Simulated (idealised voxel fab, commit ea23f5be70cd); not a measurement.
Documented hereafter: the process module known as voxel capacitor over wiring.
cross-section cut | 195 nm wide | cells 5 nm
We lay out every cross-section as a grid of square cells and spell it out in bands from the top down, where one band means one or more rows of cells. Look at the band entry: it leads with the top's height and the bottom's height in nm. Then it lists the materials left to right, with a width in nm for each. The word "edge to edge" on a single material says that material fills the band edge to edge. The word "empty" is empty space. Below 0: as-received wafer, all one material; heights counted from there. Lowest band: no bottom, goes on down, written "from 0 down". Read "30..40" as a graded width: first number on top, second number at the bottom, same change between each pair of neighbouring rows. Where a step carries "remained the same", the cross-section came out of it unchanged, cell for cell. "Sealed-off cavities" lists enclosed empty spaces (at least 8 cells, no open path upward to the top), each as width x height at distance from the left edge, in nm. Formally, on a step line, whatever follows the settings is a remark that the simulator itself makes on the step. When a step includes a mask, the "overlay nm" setting on its line states how far to the right of its planned place that mask lay, and negative values state how far to the left.
### Steps in the process plan
1) RECEIVE (material Si)
2) CONFORMAL_DEP (material SiO2; thk nm 15)
3) DIRECTIONAL_DEP (material TiN; thk nm 5)
4) DIRECTIONAL_DEP (material W; thk nm 25)
5) MASKED_ETCH (tone cover; mask id METAL_1; width nm 25; pitch nm 80; etch materials W; depth nm 25; overlay nm 0)
6) MASKED_ETCH (tone cover; mask id METAL_1; width nm 25; pitch nm 80; etch materials TiN; depth nm 5; overlay nm 0)
7) FILL_DEP (material SiO2; thk nm 10)
8) CMP (height nm 45)
9) CONFORMAL_DEP (material SiCN; thk nm 5)
10) DIRECTIONAL_DEP (material SiO2; thk nm 20)
11) PATTERN (tone open; mask id PLUG_1; material resist; width nm 15; thk nm 20; overlay nm 0)
12) DIRECTIONAL_ETCH (etch materials SiO2; depth nm 20)
13) DIRECTIONAL_ETCH (etch materials SiCN; depth nm 5)
14) STRIP (etch materials resist)
15) EPI (material Ru; thk nm 10)
16) EPI (material Ru; thk nm 10)
17) EPI (material Ru; thk nm 5)
18) DIRECTIONAL_DEP (material TiN; thk nm 10)
19) DIRECTIONAL_DEP (material Al2O3; thk nm 5)
20) DIRECTIONAL_DEP (material TiN; thk nm 5)
21) PATTERN (tone cover; mask id UPPER_PLATE; material resist; width nm 60; thk nm 15; overlay nm 0)
22) DIRECTIONAL_ETCH (etch materials TiN; depth nm 5)
23) DIRECTIONAL_ETCH (etch materials Al2O3; depth nm 5)
24) STRIP (etch materials resist)
25) MASKED_ETCH (tone cover; mask id LOWER_PLATE; width nm 70; etch materials TiN; depth nm 10; overlay nm 0)
26) FILL_DEP (material SiO2; thk nm 15)
27) CMP (height nm 100)
28) PATTERN (tone open; mask id PLUG_2; material resist; width nm 15; thk nm 15; overlay nm 0)
29) DIRECTIONAL_ETCH (etch materials SiO2; depth nm 10)
30) STRIP (etch materials resist)
31) CONFORMAL_DEP (material TiN; thk nm 5)
32) FILL_DEP (material Ru; thk nm 10)
33) CMP (height nm 100)
34) CONFORMAL_DEP (material SiCN; thk nm 5)
### The following pertains to the first of two wafers, which was processed as planned
### As-received wafer cross-section (after step 1)
from 0 down  Si edge to edge
Sealed-off cavities: none
### How the wafer stands in section after step 2
from 15 to 0  SiO2 edge to edge
Everything below 0 is unchanged.
### How the wafer stands in section after step 3
from 20 to 15  TiN edge to edge
Everything below 15 is unchanged.
### How the wafer stands in section after step 4
from 45 to 20  W edge to edge
Everything below 20 is unchanged.
### How the wafer stands in section after step 5
from 45 to 20  45 nm empty  25 nm W  55 nm empty  25 nm W  45 nm empty
Everything below 20 is unchanged.
### How the wafer stands in section after step 6
from 45 to 20  45 nm empty  25 nm W  55 nm empty  25 nm W  45 nm empty
from 20 to 15  45 nm empty  25 nm TiN  55 nm empty  25 nm TiN  45 nm empty
Everything below 15 is unchanged.
### How the wafer stands in section after step 7
from 55 to 45  SiO2 edge to edge
from 45 to 20  45 nm SiO2  25 nm W  55 nm SiO2  25 nm W  45 nm SiO2
from 20 to 15  45 nm SiO2  25 nm TiN  55 nm SiO2  25 nm TiN  45 nm SiO2
Everything below 15 is unchanged.
### How the wafer stands in section after step 8
from 45 to 20  45 nm SiO2  25 nm W  55 nm SiO2  25 nm W  45 nm SiO2
Everything below 20 is unchanged.
### How the wafer stands in section after step 9
from 50 to 45  SiCN edge to edge
Everything below 45 is unchanged.
### How the wafer stands in section after step 10
from 70 to 50  SiO2 edge to edge
Everything below 50 is unchanged.
### How the wafer stands in section after step 11
from 90 to 70  55 nm resist  15 nm empty  125 nm resist
Everything below 70 is unchanged.
### How the wafer stands in section after step 12
from 90 to 70  55 nm resist  15 nm empty  125 nm resist
from 70 to 50  55 nm SiO2  15 nm empty  125 nm SiO2
Everything below 50 is unchanged.
### How the wafer stands in section after step 13
from 90 to 70  55 nm resist  15 nm empty  125 nm resist
from 70 to 50  55 nm SiO2  15 nm empty  125 nm SiO2
from 50 to 45  55 nm SiCN  15 nm empty  125 nm SiCN
Everything below 45 is unchanged.
### How the wafer stands in section after step 14
from 70 to 50  55 nm SiO2  15 nm empty  125 nm SiO2
Everything below 50 is unchanged.
### How the wafer stands in section after step 15
from 70 to 55  55 nm SiO2  15 nm empty  125 nm SiO2
from 55 to 50  55 nm SiO2  15 nm Ru  125 nm SiO2
from 50 to 45  55 nm SiCN  15 nm Ru  125 nm SiCN
Everything below 45 is unchanged.
### How the wafer stands in section after step 16
from 70 to 65  55 nm SiO2  15 nm empty  125 nm SiO2
from 65 to 50  55 nm SiO2  15 nm Ru  125 nm SiO2
Everything below 50 is unchanged.
### How the wafer stands in section after step 17
from 70 to 50  55 nm SiO2  15 nm Ru  125 nm SiO2
Everything below 50 is unchanged.
### How the wafer stands in section after step 18
from 80 to 70  TiN edge to edge
Everything below 70 is unchanged.
### How the wafer stands in section after step 19
from 85 to 80  Al2O3 edge to edge
Everything below 80 is unchanged.
### How the wafer stands in section after step 20
from 90 to 85  TiN edge to edge
Everything below 85 is unchanged.
### How the wafer stands in section after step 21
from 105 to 90  55 nm empty  60 nm resist  80 nm empty
Everything below 90 is unchanged.
### How the wafer stands in section after step 22
from 105 to 90  55 nm empty  60 nm resist  80 nm empty
from 90 to 85  55 nm empty  60 nm TiN  80 nm empty
Everything below 85 is unchanged.
### How the wafer stands in section after step 23
from 105 to 90  55 nm empty  60 nm resist  80 nm empty
from 90 to 85  55 nm empty  60 nm TiN  80 nm empty
from 85 to 80  55 nm empty  60 nm Al2O3  80 nm empty
Everything below 80 is unchanged.
### How the wafer stands in section after step 24
from 90 to 85  55 nm empty  60 nm TiN  80 nm empty
Everything below 85 is unchanged.
### How the wafer stands in section after step 25
from 90 to 85  55 nm empty  60 nm TiN  80 nm empty
from 85 to 80  55 nm empty  60 nm Al2O3  80 nm empty
from 80 to 70  50 nm empty  70 nm TiN  75 nm empty
Everything below 70 is unchanged.
### How the wafer stands in section after step 26
from 105 to 90  SiO2 edge to edge
from 90 to 85  55 nm SiO2  60 nm TiN  80 nm SiO2
from 85 to 80  55 nm SiO2  60 nm Al2O3  80 nm SiO2
from 80 to 70  50 nm SiO2  70 nm TiN  75 nm SiO2
Everything below 70 is unchanged.
### How the wafer stands in section after step 27
from 100 to 90  SiO2 edge to edge
Everything below 90 is unchanged.
### How the wafer stands in section after step 28
from 115 to 100  65 nm resist  15 nm empty  115 nm resist
Everything below 100 is unchanged.
### How the wafer stands in section after step 29
from 115 to 100  65 nm resist  15 nm empty  115 nm resist
from 100 to 90  65 nm SiO2  15 nm empty  115 nm SiO2
Everything below 90 is unchanged.
### How the wafer stands in section after step 30
from 100 to 90  65 nm SiO2  15 nm empty  115 nm SiO2
Everything below 90 is unchanged.
### How the wafer stands in section after step 31
from 105 to 100  70 nm TiN  5 nm empty  120 nm TiN
from 100 to 95  65 nm SiO2  5 nm TiN  5 nm empty  5 nm TiN  115 nm SiO2
from 95 to 85  65..55 nm SiO2  15..60 nm TiN  115..80 nm SiO2
Everything below 85 is unchanged.
### How the wafer stands in section after step 32
from 115 to 105  Ru edge to edge
from 105 to 100  70 nm TiN  5 nm Ru  120 nm TiN
from 100 to 95  65 nm SiO2  5 nm TiN  5 nm Ru  5 nm TiN  115 nm SiO2
Everything below 95 is unchanged.
### How the wafer stands in section after step 33
from 100 to 95  65 nm SiO2  5 nm TiN  5 nm Ru  5 nm TiN  115 nm SiO2
Everything below 95 is unchanged.
### How the wafer stands in section after step 34
from 105 to 100  SiCN edge to edge
Everything below 100 is unchanged.
### The second wafer was prepared from the same starting point and under the same plan as the first; its processing contained one mistake, and it remains indistinguishable from the first wafer up to and including step 4
### Second wafer, cross-section, planned end of step 5
from 45 to 20  45 nm W  25 nm empty  55 nm W  25 nm empty  45 nm W
Everything below 20 is unchanged.
Second wafer, cross-section, planned end of step 6: remained the same
### Second wafer, cross-section, planned end of step 7
from 55 to 45  SiO2 edge to edge
from 45 to 20  45 nm W  25 nm SiO2  55 nm W  25 nm SiO2  45 nm W
Everything below 20 is unchanged.
### Second wafer, cross-section, planned end of step 8
from 45 to 20  45 nm W  25 nm SiO2  55 nm W  25 nm SiO2  45 nm W
Everything below 20 is unchanged.
### Second wafer, cross-section, planned end of step 9
from 50 to 45  SiCN edge to edge
Everything below 45 is unchanged.
### Second wafer, cross-section, planned end of step 10
from 70 to 50  SiO2 edge to edge
Everything below 50 is unchanged.
### Second wafer, cross-section, planned end of step 11
from 90 to 70  55 nm resist  15 nm empty  125 nm resist
Everything below 70 is unchanged.
### Second wafer, cross-section, planned end of step 12
from 90 to 70  55 nm resist  15 nm empty  125 nm resist
from 70 to 50  55 nm SiO2  15 nm empty  125 nm SiO2
Everything below 50 is unchanged.
### Second wafer, cross-section, planned end of step 13
from 90 to 70  55 nm resist  15 nm empty  125 nm resist
from 70 to 50  55 nm SiO2  15 nm empty  125 nm SiO2
from 50 to 45  55 nm SiCN  15 nm empty  125 nm SiCN
Everything below 45 is unchanged.
### Second wafer, cross-section, planned end of step 14
from 70 to 50  55 nm SiO2  15 nm empty  125 nm SiO2
Everything below 50 is unchanged.
Second wafer, cross-section, planned end of step 15: remained the same
Second wafer, cross-section, planned end of step 16: remained the same
Second wafer, cross-section, planned end of step 17: remained the same
### Second wafer, cross-section, planned end of step 18
from 80 to 70  55 nm TiN  15 nm empty  125 nm TiN
from 70 to 55  55 nm SiO2  15 nm empty  125 nm SiO2
from 55 to 50  55 nm SiO2  15 nm TiN  125 nm SiO2
from 50 to 45  55 nm SiCN  15 nm TiN  125 nm SiCN
Everything below 45 is unchanged.
### Second wafer, cross-section, planned end of step 19
from 85 to 80  55 nm Al2O3  15 nm empty  125 nm Al2O3
from 80 to 70  55 nm TiN  15 nm empty  125 nm TiN
from 70 to 60  55 nm SiO2  15 nm empty  125 nm SiO2
from 60 to 55  55 nm SiO2  15 nm Al2O3  125 nm SiO2
Everything below 55 is unchanged.
### Second wafer, cross-section, planned end of step 20
from 90 to 85  55 nm TiN  15 nm empty  125 nm TiN
from 85 to 80  55 nm Al2O3  15 nm empty  125 nm Al2O3
from 80 to 70  55 nm TiN  15 nm empty  125 nm TiN
from 70 to 65  55 nm SiO2  15 nm empty  125 nm SiO2
from 65 to 60  55 nm SiO2  15 nm TiN  125 nm SiO2
Everything below 60 is unchanged.
### Second wafer, cross-section, planned end of step 21
from 105 to 90  55 nm empty  60 nm resist  80 nm empty
from 90 to 85  55 nm TiN  15 nm resist  125 nm TiN
from 85 to 80  55 nm Al2O3  15 nm resist  125 nm Al2O3
from 80 to 70  55 nm TiN  15 nm resist  125 nm TiN
from 70 to 65  55 nm SiO2  15 nm resist  125 nm SiO2
Everything below 65 is unchanged.
### Second wafer, cross-section, planned end of step 22
from 105 to 90  55 nm empty  60 nm resist  80 nm empty
from 90 to 85  55 nm empty  15 nm resist  45 nm TiN  80 nm empty
Everything below 85 is unchanged.
### Second wafer, cross-section, planned end of step 23
from 105 to 90  55 nm empty  60 nm resist  80 nm empty
from 90 to 85  55 nm empty  15 nm resist  45 nm TiN  80 nm empty
from 85 to 80  55 nm empty  15 nm resist  45 nm Al2O3  80 nm empty
Everything below 80 is unchanged.
### Second wafer, cross-section, planned end of step 24
from 90 to 85  70 nm empty  45 nm TiN  80 nm empty
from 85 to 80  70 nm empty  45 nm Al2O3  80 nm empty
from 80 to 70  55 nm TiN  15 nm empty  125 nm TiN
from 70 to 65  55 nm SiO2  15 nm empty  125 nm SiO2
Everything below 65 is unchanged.
### Second wafer, cross-section, planned end of step 25
from 90 to 85  70 nm empty  45 nm TiN  80 nm empty
from 85 to 80  70 nm empty  45 nm Al2O3  80 nm empty
from 80 to 70  50 nm empty  5 nm TiN  15 nm empty  50 nm TiN  75 nm empty
Everything below 70 is unchanged.
### Second wafer, cross-section, planned end of step 26
from 105 to 90  SiO2 edge to edge
from 90 to 85  70 nm SiO2  45 nm TiN  80 nm SiO2
from 85 to 80  70 nm SiO2  45 nm Al2O3  80 nm SiO2
from 80 to 70  50 nm SiO2  5 nm TiN  15 nm SiO2  50 nm TiN  75 nm SiO2
from 70 to 65  SiO2 edge to edge
Everything below 65 is unchanged.
### Second wafer, cross-section, planned end of step 27
from 100 to 90  SiO2 edge to edge
Everything below 90 is unchanged.
### Second wafer, cross-section, planned end of step 28
from 115 to 100  65 nm resist  15 nm empty  115 nm resist
Everything below 100 is unchanged.
### Second wafer, cross-section, planned end of step 29
from 115 to 100  65 nm resist  15 nm empty  115 nm resist
from 100 to 90  65 nm SiO2  15 nm empty  115 nm SiO2
Everything below 90 is unchanged.
### Second wafer, cross-section, planned end of step 30
from 100 to 90  65 nm SiO2  15 nm empty  115 nm SiO2
Everything below 90 is unchanged.
### Second wafer, cross-section, planned end of step 31
from 105 to 100  70 nm TiN  5 nm empty  120 nm TiN
from 100 to 95  65 nm SiO2  5 nm TiN  5 nm empty  5 nm TiN  115 nm SiO2
from 95 to 85  65..70 nm SiO2  15..45 nm TiN  115..80 nm SiO2
Everything below 85 is unchanged.
### Second wafer, cross-section, planned end of step 32
from 115 to 105  Ru edge to edge
from 105 to 100  70 nm TiN  5 nm Ru  120 nm TiN
from 100 to 95  65 nm SiO2  5 nm TiN  5 nm Ru  5 nm TiN  115 nm SiO2
Everything below 95 is unchanged.
### Second wafer, cross-section, planned end of step 33
from 100 to 95  65 nm SiO2  5 nm TiN  5 nm Ru  5 nm TiN  115 nm SiO2
Everything below 95 is unchanged.
### Second wafer, cross-section, planned end of step 34
from 105 to 100  SiCN edge to edge
Everything below 100 is unchanged.
Deviation noted in wafer processing: step 5 ran as: MASKED_ETCH (tone open; mask id METAL_1; width nm 25; pitch nm 80; etch materials W; depth nm 25; overlay nm 0)
Per the end-of-run cell counts, the second wafer holds more or fewer of some materials than the first: -15 Ru | -109 SiO2 | +29 TiN | +95 W
